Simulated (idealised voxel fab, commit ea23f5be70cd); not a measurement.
process module | voxel transistor to metal
cross-section cut | 295 nm wide | cells 5 nm
A cross-section is a grid of square cells, given in bands from the top down. A band is one or more rows of cells.
Each band's line starts with the height of the band's top and of its bottom, in nm. Then come its materials from left to right, each with its width in nm. One material with "throughout" fills the band from edge to edge. "air" is empty space.
Height 0 is the level under which the wafer as received is all one material. The lowest band goes on downwards, as in "0 down".
A width such as "30 to 40" changes by the same amount from each row of cells to the next, from the band's top row to its bottom row.
"no change" after a step means that no cell of the cross-section changed.
closed voids: empty space of 8 cells or more with no open way to the top, each as width x height at its distance from the left edge, in nm
after a step's settings: what the simulator itself notes on the step
overlay nm, on a step with a mask: how far to the right of its planned place the mask lay; to the left if negative
plan
1 op RECEIVE | material Si
2 op CONFORMAL_DEP | material SiO2 | thk nm 5
3 op CONFORMAL_DEP | material SiN | thk nm 15
4 op MASKED_ETCH | tone cover | mask id ACTIVE | width nm 110 | pitch nm 130 | etch materials SiN | depth nm 15 | overlay nm 0
5 op MASKED_ETCH | tone cover | mask id ACTIVE | width nm 110 | pitch nm 130 | etch materials SiO2 | depth nm 5 | overlay nm 0
6 op MASKED_ETCH | tone cover | mask id ACTIVE | width nm 110 | pitch nm 130 | etch materials Si | depth nm 30 | overlay nm 0
7 op FILL_DEP | material SiO2 | thk nm 10
8 op CMP | height nm 20
9 op SELECTIVE_ETCH | etch materials SiO2 | depth nm 15
10 op STRIP | etch materials SiN
11 op SELECTIVE_ETCH | etch materials SiO2 | depth nm 5
12 op OXIDIZE | depth nm 5
13 op DIRECTIONAL_DEP | material polySi | thk nm 30
14 op DIRECTIONAL_DEP | material SiCN | thk nm 10
15 op DIRECTIONAL_DEP | material aC | thk nm 10
16 op PATTERN | tone cover | mask id GATE | material resist | width nm 20 | pitch nm 130 | thk nm 25 | overlay nm 0
17 op DIRECTIONAL_ETCH | etch materials aC | depth nm 10
18 op STRIP | etch materials resist
19 op DIRECTIONAL_ETCH | etch materials SiCN | depth nm 20
20 op DIRECTIONAL_ETCH | etch materials polySi | depth nm 40
21 op STRIP | etch materials aC
22 op CONFORMAL_DEP | material SiO2 | thk nm 5
23 op DIRECTIONAL_ETCH | etch materials SiO2 | depth nm 5
24 op CONFORMAL_DEP | material SiN | thk nm 5
25 op DIRECTIONAL_ETCH | etch materials SiN | depth nm 5
26 op DIRECTIONAL_ETCH | etch materials SiO2 | depth nm 5
27 op EPI | material SiGe | thk nm 5
28 op FILL_DEP | material SiO2 | thk nm 5
29 op CMP | height nm 40
30 op DIRECTIONAL_DEP | material SiO2 | thk nm 15
31 op DIRECTIONAL_DEP | material aC | thk nm 10
32 op PATTERN | tone open | mask id CONTACT | material resist | width nm 20 | thk nm 30 | overlay nm 0
33 op DIRECTIONAL_ETCH | etch materials aC | depth nm 10
34 op STRIP | etch materials resist
35 op DIRECTIONAL_ETCH | etch materials SiO2 | depth nm 55
36 op STRIP | etch materials aC
37 op CONFORMAL_DEP | material TiN | thk nm 5
38 op FILL_DEP | material Ru | thk nm 5
39 op CMP | height nm 55
40 op CONFORMAL_DEP | material SiN | thk nm 5
41 op DIRECTIONAL_DEP | material lowk | thk nm 25
42 op DIRECTIONAL_DEP | material aC | thk nm 15
43 op PATTERN | tone open | mask id METAL_1 | material resist | width nm 20 | thk nm 35 | overlay nm 0
44 op DIRECTIONAL_ETCH | etch materials aC | depth nm 15
45 op STRIP | etch materials resist
46 op DIRECTIONAL_ETCH | etch materials lowk | depth nm 25
47 op DIRECTIONAL_ETCH | etch materials SiN | depth nm 5
48 op STRIP | etch materials aC
49 op CONFORMAL_DEP | material TiN | thk nm 5
50 op FILL_DEP | material W | thk nm 10
51 op CMP | height nm 85
52 op EPI | material Ru | thk nm 5
53 op FILL_DEP | material SiCN | thk nm 5
54 op DIRECTIONAL_DEP | material SiO2 | thk nm 25
55 op DIRECTIONAL_DEP | material aC | thk nm 10
56 op PATTERN | tone open | mask id METAL_2 | material resist | width nm 20 | pitch nm 130 | thk nm 25 | overlay nm 0
57 op DIRECTIONAL_ETCH | etch materials aC | depth nm 10
58 op STRIP | etch materials resist
59 op DIRECTIONAL_ETCH | etch materials SiO2 | depth nm 15
60 op STRIP | etch materials aC
61 op DIRECTIONAL_DEP | material aC | thk nm 10
62 op PATTERN | tone open | mask id METAL_2_HOLES | material resist | width nm 15 | pitch nm 130 | thk nm 25 | overlay nm 0
63 op DIRECTIONAL_ETCH | etch materials aC | depth nm 10
64 op STRIP | etch materials resist
65 op DIRECTIONAL_ETCH | etch materials SiO2 | depth nm 10
66 op DIRECTIONAL_ETCH | etch materials SiCN | depth nm 5
67 op STRIP | etch materials aC
68 op CONFORMAL_DEP | material TiN | thk nm 5
69 op FILL_DEP | material Cu | thk nm 10
70 op CMP | height nm 120
71 op CONFORMAL_DEP | material SiCN | thk nm 5
as received, after step 1
  0 down: Si throughout
  closed voids: none
a wafer at the end: this start, this plan, one mistake
  125 to 120: SiCN throughout
  120 to 110: SiO2 30 | TiN 5 | Cu 10 | TiN 5 | SiO2 110 | TiN 5 | Cu 10 | TiN 5 | SiO2 115
  110 to 105: SiO2 30 | TiN 5 | Cu 5 | TiN 10 | SiO2 110 | TiN 5 | Cu 5 | TiN 10 | SiO2 115
  105 to 95: SiO2 30 | TiN 5 | Cu 5 | TiN 5 | SiO2 115 | TiN 5 | Cu 5 | TiN 5 | SiO2 120
  95 to 90: SiCN 30 | TiN 15 | SiCN 115 | TiN 15 | SiCN 120
  90 to 85: SiCN 25 | Ru 30 | SiCN 50 | Ru 30 | SiCN 20 | Ru 30 | SiCN 50 | Ru 30 | SiCN 30
  85 to 60: lowk 30 | TiN 5 | W 10 | TiN 5 | lowk 60 | TiN 5 | W 10 | TiN 5 | lowk 30 | TiN 5 | W 10 | TiN 5 | lowk 60 | TiN 5 | W 10 | TiN 5 | lowk 35
  60 to 55: SiN 30 | TiN 20 | SiN 60 | TiN 20 | SiN 30 | TiN 20 | SiN 60 | TiN 20 | SiN 35
  55 to 40: SiO2 30 | TiN 5 | Ru 10 | TiN 5 | SiO2 60 | TiN 5 | Ru 10 | TiN 5 | SiO2 30 | TiN 5 | Ru 10 | TiN 5 | SiO2 60 | TiN 5 | Ru 10 | TiN 5 | SiO2 35
  40 to 30: SiO2 30 | TiN 5 | Ru 10 | TiN 5 | SiO2 10 | SiN 5 | SiO2 5 | SiCN 20 | SiO2 5 | SiN 5 | SiO2 10 | TiN 5 | Ru 10 | TiN 5 | SiO2 30 | TiN 5 | Ru 10 | TiN 5 | SiO2 10 | SiN 5 | SiO2 5 | SiCN 20 | SiO2 5 | SiN 5 | SiO2 10 | TiN 5 | Ru 10 | TiN 5 | SiO2 35
  30 to 20: SiO2 30 | TiN 5 | Ru 10 | TiN 5 | SiO2 10 | SiN 5 | SiO2 5 | polySi 20 | SiO2 5 | SiN 5 | SiO2 10 | TiN 5 | Ru 10 | TiN 5 | SiO2 30 | TiN 5 | Ru 10 | TiN 5 | SiO2 10 | SiN 5 | SiO2 5 | polySi 20 | SiO2 5 | SiN 5 | SiO2 10 | TiN 5 | Ru 10 | TiN 5 | SiO2 35
  20 to 15: SiO2 30 | TiN 20 | SiO2 10 | SiN 5 | SiO2 5 | polySi 20 | SiO2 5 | SiN 5 | SiO2 10 | TiN 20 | SiO2 30 | TiN 20 | SiO2 10 | SiN 5 | SiO2 5 | polySi 20 | SiO2 5 | SiN 5 | SiO2 10 | TiN 20 | SiO2 35
  15 to 0: SiO2 60 | SiN 5 | SiO2 5 | polySi 20 | SiO2 5 | SiN 5 | SiO2 90 | SiN 5 | SiO2 5 | polySi 20 | SiO2 5 | SiN 5 | SiO2 65
  0 to -5: SiO2 20 | SiGe 40 | SiO2 40 | SiGe 40 | SiO2 10 | SiGe 40 | SiO2 40 | SiGe 40 | SiO2 25
  -5 to -30: SiO2 25 | Si 110 | SiO2 20 | Si 110 | SiO2 30
  -30 down: Si throughout
  closed voids: none
what went wrong: step 30 was run twice
